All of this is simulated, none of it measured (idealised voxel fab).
This is a process module. Its name is voxel air gaps.
In the cross-section labelled cut, the width is 170 nm and each square cell is 5 nm.
In this document a cross-section is written as a grid of square cells. It is given as a series of bands, listed from the top down, and a band is one or more rows of cells. A band entry consists of two parts. The first gives the height of the band's top and the height of its bottom, in nm. The rest lists the band's materials from left to right, each with its width in nm. A single material labelled with the word "full width" fills the band from edge to edge, and the word "empty" marks empty space. A quick word on heights: they are counted from 0, and under that level the wafer as it came to us is one material throughout. The lowest band is different from the rest in having no bottom; it simply continues downward, written as in "0..down". Quick explanation for "30..40": the width changes in equal steps down the rows of cells, from the first number in the band's top row to the second number in its bottom row. Reading "identical to before" for a step: not a cell of the cross-section changed in it. What "Closed void list" gives you is every empty space of 8 cells or more that is cut off from the top. Each appears as width x height at distance, with the distance taken from the left edge and width, height and distance all in nm. The remark found on a step's line after its settings is issued by the simulator itself and pertains to that step. overlay nm: right-of-plan distance of the mask on a masked step; negative values mean left-of-plan.
**List of planned process steps**
1) RECEIVE, material Si
2) CONFORMAL_DEP, material SiO2, thk nm 15
3) CONFORMAL_DEP, material SiCN, thk nm 5
4) DIRECTIONAL_DEP, material lowk, thk nm 30
5) MASKED_ETCH, tone open, mask id LINES, width nm 15, pitch nm 45, etch materials lowk, depth nm 30, overlay nm 0
6) CONFORMAL_DEP, material TiN, thk nm 5
7) FILL_DEP, material Cu, thk nm 10
8) CMP, height nm 50
9) EPI, material Ru, thk nm 10
10) SELECTIVE_ETCH, etch materials lowk, depth nm 40
11) CONFORMAL_DEP, material SiCN, thk nm 5
**Here's what the wafer looked like in cross-section when it arrived - that's after step 1**
0..down | Si full width
Closed void list: none
**Here's the wafer cut in cross-section after the module, started and planned just like above, except one thing was done wrong in the run**
55..45 | SiCN full width
45..15 | lowk full width
15..0 | SiO2 full width
0..down | Si full width
Closed void list: none
Here's what went sideways: plan steps 3 and 4 run swapped
